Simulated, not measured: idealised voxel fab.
process module | voxel capacitor over wiring
cross-section cut | 160 nm wide | cells 5 nm
A cross-section is a grid of square cells, given in bands from the top down. A band is one or more rows of cells.
Each band's line starts with the height of the band's top and of its bottom, in nm. Then come its materials from left to right, each with its width in nm. One material with "throughout" fills the band from edge to edge. "air" is empty space.
Height 0 is the level under which the wafer as received is all one material. The lowest band goes on downwards, as in "0 down".
A width such as "30 to 40" changes by the same amount from each row of cells to the next, from the band's top row to its bottom row.
"no change" after a step means that no cell of the cross-section changed.
closed voids: empty space of 8 cells or more with no open way to the top, each as width x height at its distance from the left edge, in nm
after a step's settings: what the simulator itself notes on the step
overlay nm, on a step with a mask: how far to the right of its planned place the mask lay; to the left if negative
plan
1 op RECEIVE | material Si
2 op CONFORMAL_DEP | material SiO2 | thk nm 10
3 op DIRECTIONAL_DEP | material TiN | thk nm 5
4 op DIRECTIONAL_DEP | material Ru | thk nm 25
5 op DIRECTIONAL_DEP | material aC | thk nm 10
6 op PATTERN | tone cover | mask id METAL_1 | material resist | width nm 20 | pitch nm 85 | thk nm 30 | overlay nm -10
7 op DIRECTIONAL_ETCH | etch materials aC | depth nm 10
8 op STRIP | etch materials resist
9 op DIRECTIONAL_ETCH | etch materials Ru | depth nm 25
10 op DIRECTIONAL_ETCH | etch materials TiN | depth nm 5
11 op STRIP | etch materials aC
12 op FILL_DEP | material lowk | thk nm 10
13 op CMP | height nm 40
14 op CONFORMAL_DEP | material SiCN | thk nm 5
15 op DIRECTIONAL_DEP | material lowk | thk nm 15
16 op PATTERN | tone open | mask id PLUG_1 | material resist | width nm 15 | thk nm 15 | overlay nm 0
17 op DIRECTIONAL_ETCH | etch materials lowk | depth nm 15
18 op DIRECTIONAL_ETCH | etch materials SiCN | depth nm 5
19 op STRIP | etch materials resist
20 op EPI | material Ru | thk nm 10
21 op EPI | material Ru | thk nm 10
22 op DIRECTIONAL_DEP | material TiN | thk nm 5
23 op DIRECTIONAL_DEP | material HfO2 | thk nm 5
24 op DIRECTIONAL_DEP | material TiN | thk nm 10
25 op PATTERN | tone cover | mask id UPPER_PLATE | material resist | width nm 70 | thk nm 15 | overlay nm 0
26 op DIRECTIONAL_ETCH | etch materials TiN | depth nm 10
27 op DIRECTIONAL_ETCH | etch materials HfO2 | depth nm 5
28 op STRIP | etch materials resist
29 op DIRECTIONAL_DEP | material aC | thk nm 15
30 op PATTERN | tone cover | mask id LOWER_PLATE | material resist | width nm 80 | thk nm 35 | overlay nm 0
31 op DIRECTIONAL_ETCH | etch materials aC | depth nm 15
32 op STRIP | etch materials resist
33 op DIRECTIONAL_ETCH | etch materials TiN | depth nm 5
34 op STRIP | etch materials aC
35 op FILL_DEP | material SiO2 | thk nm 15
36 op CMP | height nm 90
37 op MASKED_ETCH | tone open | mask id PLUG_2 | width nm 15 | etch materials SiO2 | depth nm 10 | overlay nm 0
38 op CONFORMAL_DEP | material TiN | thk nm 5
39 op FILL_DEP | material Ru | thk nm 10
40 op CMP | height nm 90
41 op CONFORMAL_DEP | material SiCN | thk nm 5
varied across the wafers: overlay nm of step 6. The plan shows the first wafer's value. All wafers start alike
first wafer as received, after step 1
  0 down: Si throughout
  closed voids: none
each wafer at the end: cells of each material gained (+) or lost (-) since it was received, then its closed voids
overlay nm -10 | +14 HfO2 | +53 Ru | +61 SiCN | +192 SiO2 | +57 TiN | +231 lowk | closed voids: none
overlay nm -5 | +14 HfO2 | +53 Ru | +61 SiCN | +192 SiO2 | +57 TiN | +231 lowk | closed voids: none
overlay nm 0 | +14 HfO2 | +53 Ru | +61 SiCN | +192 SiO2 | +57 TiN | +231 lowk | closed voids: none
overlay nm 5 | +14 HfO2 | +53 Ru | +61 SiCN | +192 SiO2 | +57 TiN | +231 lowk | closed voids: none
overlay nm 10 | +14 HfO2 | +53 Ru | +61 SiCN | +192 SiO2 | +57 TiN | +231 lowk | closed voids: none
overlay nm 15 | +14 HfO2 | +53 Ru | +61 SiCN | +192 SiO2 | +57 TiN | +231 lowk | closed voids: none
